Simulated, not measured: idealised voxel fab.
process module | voxel ribs on slabs
cross-section cut | 240 nm wide | cells 5 nm
A cross-section is a grid of square cells, given in bands from the top down. A band is one or more rows of cells.
Each band's line starts with the height of the band's top and of its bottom, in nm. Then come its materials from left to right, each with its width in nm. One material with "throughout" fills the band from edge to edge. "air" is empty space.
Height 0 is the level under which the wafer as received is all one material. The lowest band goes on downwards, as in "0 down".
A width such as "30 to 40" changes by the same amount from each row of cells to the next, from the band's top row to its bottom row.
"no change" after a step means that no cell of the cross-section changed.
closed voids: empty space of 8 cells or more with no open way to the top, each as width x height at its distance from the left edge, in nm
after a step's settings: what the simulator itself notes on the step
overlay nm, on a step with a mask: how far to the right of its planned place the mask lay; to the left if negative
Each pair below shows a cross-section before one step and the cross-section after it, down to the lowest band that changed. The line under each pair gives the step between them, with its settings. The pairs can come from different runs of this module on the same starting wafer, so a pair continues from the pair above only where its "before" says so.
before
  0 down: Si throughout
  closed voids: none
after
  30 to 0: SiO2 throughout
  below 0: unchanged
  closed voids: none
the step between: op DIRECTIONAL_DEP | material SiO2 | thk nm 30
before: the cross-section after the pair above
after
  50 to 30: SiN throughout
  below 30: unchanged
  closed voids: none
the step between: op DIRECTIONAL_DEP | material SiN | thk nm 20
before: the cross-section after the pair above
after
  50 to 40: air 105 | SiN 30 | air 105
  below 40: unchanged
  closed voids: none
the step between: op MASKED_ETCH | tone cover | mask id RIB | width nm 30 | etch materials SiN | depth nm 10 | overlay nm 0
before: the cross-section after the pair above
after
  65 to 50: air 85 | resist 70 | air 85
  50 to 40: air 85 | resist 20 | SiN 30 | resist 20 | air 85
  below 40: unchanged
  closed voids: none
the step between: op PATTERN | tone cover | mask id SLAB | material resist | width nm 70 | thk nm 15 | overlay nm 0
before: the cross-section after the pair above
after
  65 to 50: air 85 | resist 70 | air 85
  50 to 40: air 85 | resist 20 | SiN 30 | resist 20 | air 85
  40 to 30: air 85 | SiN 70 | air 85
  below 30: unchanged
  closed voids: none
the step between: op DIRECTIONAL_ETCH | etch materials SiN | depth nm 10
before: the cross-section after the pair above
after
  50 to 40: air 105 | SiN 30 | air 105
  below 40: unchanged
  closed voids: none
the step between: op STRIP | etch materials resist
before: the cross-section after the pair above
after
  75 to 50: SiO2 throughout
  50 to 40: SiO2 105 | SiN 30 | SiO2 105
  40 to 30: SiO2 85 | SiN 70 | SiO2 85
  below 30: unchanged
  closed voids: none
the step between: op FILL_DEP | material SiO2 | thk nm 25
before: the cross-section after the pair above
after
  65 to 50: SiO2 throughout
  below 50: unchanged
  closed voids: none
the step between: op CMP | height nm 65
before: the cross-section after the pair above
after
  70 to 65: TiN throughout
  below 65: unchanged
  closed voids: none
the step between: op DIRECTIONAL_DEP | material TiN | thk nm 5
before: the cross-section after the pair above
after
  70 to 65: air 100 | TiN 40 | air 100
  below 65: unchanged
  closed voids: none
the step between: op MASKED_ETCH | tone cover | mask id HEATER | width nm 40 | etch materials TiN | depth nm 5 | overlay nm 0
before: the cross-section after the pair above
after
  80 to 75: air 90 | SiN 60 | air 90
  75 to 70: SiN throughout
  70 to 65: SiN 100 | TiN 40 | SiN 100
  below 65: unchanged
  closed voids: none
the step between: op CONFORMAL_DEP | material SiN | thk nm 10
before
  50 to 30: SiN throughout
  30 to 0: SiO2 throughout
  0 down: Si throughout
  closed voids: none
after
  70 to 30: SiN throughout
  below 30: unchanged
  closed voids: none
the step between: op DIRECTIONAL_DEP | material SiN | thk nm 20
before: the cross-section after the pair above
after
  70 to 60: air 105 | SiN 30 | air 105
  below 60: unchanged
  closed voids: none
the step between: op MASKED_ETCH | tone cover | mask id RIB | width nm 30 | etch materials SiN | depth nm 10 | overlay nm 0
before: the cross-section after the pair above
after
  85 to 70: air 85 | resist 70 | air 85
  70 to 60: air 85 | resist 20 | SiN 30 | resist 20 | air 85
  below 60: unchanged
  closed voids: none
the step between: op PATTERN | tone cover | mask id SLAB | material resist | width nm 70 | thk nm 15 | overlay nm 0
before: the cross-section after the pair above
after
  85 to 70: air 85 | resist 70 | air 85
  70 to 60: air 85 | resist 20 | SiN 30 | resist 20 | air 85
  60 to 50: air 85 | SiN 70 | air 85
  below 50: unchanged
  closed voids: none
the step between: op DIRECTIONAL_ETCH | etch materials SiN | depth nm 10
before: the cross-section after the pair above
after
  70 to 60: air 105 | SiN 30 | air 105
  below 60: unchanged
  closed voids: none
the step between: op STRIP | etch materials resist
before: the cross-section after the pair above
after
  95 to 70: SiO2 throughout
  70 to 60: SiO2 105 | SiN 30 | SiO2 105
  60 to 50: SiO2 85 | SiN 70 | SiO2 85
  below 50: unchanged
  closed voids: none
the step between: op FILL_DEP | material SiO2 | thk nm 25
before: the cross-section after the pair above
after
  65 to 60: SiO2 105 | SiN 30 | SiO2 105
  below 60: unchanged
  closed voids: none
the step between: op CMP | height nm 65
before: the cross-section after the pair above
after
  70 to 65: TiN throughout
  below 65: unchanged
  closed voids: none
the step between: op DIRECTIONAL_DEP | material TiN | thk nm 5
before: the cross-section after the pair above
after
  70 to 65: air 100 | TiN 40 | air 100
  below 65: unchanged
  closed voids: none
the step between: op MASKED_ETCH | tone cover | mask id HEATER | width nm 40 | etch materials TiN | depth nm 5 | overlay nm 0
before: the cross-section after the pair above
after
  80 to 75: air 90 | SiN 60 | air 90
  75 to 70: SiN throughout
  70 to 65: SiN 100 | TiN 40 | SiN 100
  below 65: unchanged
  closed voids: none
the step between: op CONFORMAL_DEP | material SiN | thk nm 10
before
  0 down: Si throughout
  closed voids: none
after
  20 to 0: SiN throughout
  below 0: unchanged
  closed voids: none
the step between: op DIRECTIONAL_DEP | material SiN | thk nm 20
before: the cross-section after the pair above
after
  50 to 20: SiO2 throughout
  below 20: unchanged
  closed voids: none
the step between: op DIRECTIONAL_DEP | material SiO2 | thk nm 30
before: the cross-section after the pair above
after
  65 to 50: air 85 | resist 70 | air 85
  below 50: unchanged
  closed voids: none
the step between: op PATTERN | tone cover | mask id SLAB | material resist | width nm 70 | thk nm 15 | overlay nm 0
before: the cross-section after the pair above
after
  50 to 20: SiO2 throughout
  below 20: unchanged
  closed voids: none
the step between: op STRIP | etch materials resist
before: the cross-section after the pair above
after
  75 to 20: SiO2 throughout
  below 20: unchanged
  closed voids: none
the step between: op FILL_DEP | material SiO2 | thk nm 25
before: the cross-section after the pair above
after
  65 to 20: SiO2 throughout
  below 20: unchanged
  closed voids: none
the step between: op CMP | height nm 65
before: the cross-section after the pair above
after
  70 to 65: TiN throughout
  below 65: unchanged
  closed voids: none
the step between: op DIRECTIONAL_DEP | material TiN | thk nm 5
before: the cross-section after the pair above
after
  70 to 65: air 100 | TiN 40 | air 100
  below 65: unchanged
  closed voids: none
the step between: op MASKED_ETCH | tone cover | mask id HEATER | width nm 40 | etch materials TiN | depth nm 5 | overlay nm 0
before: the cross-section after the pair above
after
  80 to 75: air 90 | SiN 60 | air 90
  75 to 70: SiN throughout
  70 to 65: SiN 100 | TiN 40 | SiN 100
  below 65: unchanged
  closed voids: none
the step between: op CONFORMAL_DEP | material SiN | thk nm 10
before
  70 to 65: air 100 | TiN 40 | air 100
  65 to 50: SiO2 throughout
  50 to 40: SiO2 105 | SiN 30 | SiO2 105
  40 to 30: SiO2 85 | SiN 70 | SiO2 85
  30 to 0: SiO2 throughout
  0 down: Si throughout
  closed voids: none
after
  85 to 80: air 85 | SiN 70 | air 85
  80 to 70: SiN throughout
  70 to 65: SiN 100 | TiN 40 | SiN 100
  below 65: unchanged
  closed voids: none
the step between: op CONFORMAL_DEP | material SiN | thk nm 15
before
  50 to 40: air 105 | SiN 30 | air 105
  40 to 30: SiN throughout
  30 to 0: SiO2 throughout
  0 down: Si throughout
  closed voids: none
after
  65 to 50: air 90 | resist 60 | air 90
  50 to 40: air 90 | resist 15 | SiN 30 | resist 15 | air 90
  below 40: unchanged
  closed voids: none
the step between: op PATTERN | tone cover | mask id SLAB | material resist | width nm 60 | thk nm 15 | overlay nm 0
before: the cross-section after the pair above
after
  65 to 50: air 90 | resist 60 | air 90
  50 to 40: air 90 | resist 15 | SiN 30 | resist 15 | air 90
  40 to 30: air 90 | SiN 60 | air 90
  below 30: unchanged
  closed voids: none
the step between: op DIRECTIONAL_ETCH | etch materials SiN | depth nm 10
before: the cross-section after the pair above
after
  50 to 40: air 105 | SiN 30 | air 105
  below 40: unchanged
  closed voids: none
the step between: op STRIP | etch materials resist
before: the cross-section after the pair above
after
  75 to 50: SiO2 throughout
  50 to 40: SiO2 105 | SiN 30 | SiO2 105
  40 to 30: SiO2 90 | SiN 60 | SiO2 90
  below 30: unchanged
  closed voids: none
the step between: op FILL_DEP | material SiO2 | thk nm 25
before: the cross-section after the pair above
after
  65 to 50: SiO2 throughout
  below 50: unchanged
  closed voids: none
the step between: op CMP | height nm 65
before: the cross-section after the pair above
after
  70 to 65: TiN throughout
  below 65: unchanged
  closed voids: none
the step between: op DIRECTIONAL_DEP | material TiN | thk nm 5
before: the cross-section after the pair above
after
  70 to 65: air 100 | TiN 40 | air 100
  below 65: unchanged
  closed voids: none
the step between: op MASKED_ETCH | tone cover | mask id HEATER | width nm 40 | etch materials TiN | depth nm 5 | overlay nm 0
before: the cross-section after the pair above
after
  80 to 75: air 90 | SiN 60 | air 90
  75 to 70: SiN throughout
  70 to 65: SiN 100 | TiN 40 | SiN 100
  below 65: unchanged
  closed voids: none
the step between: op CONFORMAL_DEP | material SiN | thk nm 10
before
  50 to 30: SiN throughout
  30 to 0: SiO2 throughout
  0 down: Si throughout
  closed voids: none
after
  50 to 40: air 110 | SiN 30 | air 100
  below 40: unchanged
  closed voids: none
the step between: op MASKED_ETCH | tone cover | mask id RIB | width nm 30 | etch materials SiN | depth nm 10 | overlay nm 5
before: the cross-section after the pair above
after
  65 to 50: air 85 | resist 70 | air 85
  50 to 40: air 85 | resist 25 | SiN 30 | resist 15 | air 85
  below 40: unchanged
  closed voids: none
the step between: op PATTERN | tone cover | mask id SLAB | material resist | width nm 70 | thk nm 15 | overlay nm 0
before: the cross-section after the pair above
after
  65 to 50: air 85 | resist 70 | air 85
  50 to 40: air 85 | resist 25 | SiN 30 | resist 15 | air 85
  40 to 30: air 85 | SiN 70 | air 85
  below 30: unchanged
  closed voids: none
the step between: op DIRECTIONAL_ETCH | etch materials SiN | depth nm 10
before: the cross-section after the pair above
after
  50 to 40: air 110 | SiN 30 | air 100
  below 40: unchanged
  closed voids: none
the step between: op STRIP | etch materials resist
before: the cross-section after the pair above
after
  75 to 50: SiO2 throughout
  50 to 40: SiO2 110 | SiN 30 | SiO2 100
  40 to 30: SiO2 85 | SiN 70 | SiO2 85
  below 30: unchanged
  closed voids: none
the step between: op FILL_DEP | material SiO2 | thk nm 25
before: the cross-section after the pair above
after
  65 to 50: SiO2 throughout
  below 50: unchanged
  closed voids: none
the step between: op CMP | height nm 65
before: the cross-section after the pair above
after
  70 to 65: TiN throughout
  below 65: unchanged
  closed voids: none
the step between: op DIRECTIONAL_DEP | material TiN | thk nm 5
before: the cross-section after the pair above
after
  70 to 65: air 100 | TiN 40 | air 100
  below 65: unchanged
  closed voids: none
the step between: op MASKED_ETCH | tone cover | mask id HEATER | width nm 40 | etch materials TiN | depth nm 5 | overlay nm 0
before: the cross-section after the pair above
after
  80 to 75: air 90 | SiN 60 | air 90
  75 to 70: SiN throughout
  70 to 65: SiN 100 | TiN 40 | SiN 100
  below 65: unchanged
  closed voids: none
the step between: op CONFORMAL_DEP | material SiN | thk nm 10
before
  65 to 50: SiO2 throughout
  50 to 40: SiO2 105 | SiN 30 | SiO2 105
  40 to 30: SiO2 85 | SiN 70 | SiO2 85
  30 to 0: SiO2 throughout
  0 down: Si throughout
  closed voids: none
after
  70 to 50: SiO2 throughout
  below 50: unchanged
  closed voids: none
the step between: op DIRECTIONAL_DEP | material SiO2 | thk nm 5
before: the cross-section after the pair above
after
  80 to 70: SiN throughout
  below 70: unchanged
  closed voids: none
the step between: op CONFORMAL_DEP | material SiN | thk nm 10
before
  50 to 40: air 105 | SiN 30 | air 105
  40 to 30: SiN throughout
  30 to 0: SiO2 throughout
  0 down: Si throughout
  closed voids: none
after
  65 to 50: resist 85 | air 70 | resist 85
  50 to 40: resist 85 | air 20 | SiN 30 | air 20 | resist 85
  below 40: unchanged
  closed voids: none
the step between: op PATTERN | tone open | mask id SLAB | material resist | width nm 70 | thk nm 15 | overlay nm 0
before: the cross-section after the pair above
after
  65 to 40: resist 85 | air 70 | resist 85
  40 to 30: SiN 85 | air 20 | SiN 30 | air 20 | SiN 85
  below 30: unchanged
  closed voids: none
the step between: op DIRECTIONAL_ETCH | etch materials SiN | depth nm 10
before: the cross-section after the pair above
after
  40 to 30: SiN 85 | air 20 | SiN 30 | air 20 | SiN 85
  below 30: unchanged
  closed voids: none
the step between: op STRIP | etch materials resist
before: the cross-section after the pair above
after
  65 to 40: SiO2 throughout
  40 to 30: SiN 85 | SiO2 20 | SiN 30 | SiO2 20 | SiN 85
  below 30: unchanged
  closed voids: none
the step between: op FILL_DEP | material SiO2 | thk nm 25
before: the cross-section after the pair above
after
  70 to 65: TiN throughout
  below 65: unchanged
  closed voids: none
the step between: op DIRECTIONAL_DEP | material TiN | thk nm 5
before: the cross-section after the pair above
after
  70 to 65: air 100 | TiN 40 | air 100
  below 65: unchanged
  closed voids: none
the step between: op MASKED_ETCH | tone cover | mask id HEATER | width nm 40 | etch materials TiN | depth nm 5 | overlay nm 0
before: the cross-section after the pair above
after
  80 to 75: air 90 | SiN 60 | air 90
  75 to 70: SiN throughout
  70 to 65: SiN 100 | TiN 40 | SiN 100
  below 65: unchanged
  closed voids: none
the step between: op CONFORMAL_DEP | material SiN | thk nm 10
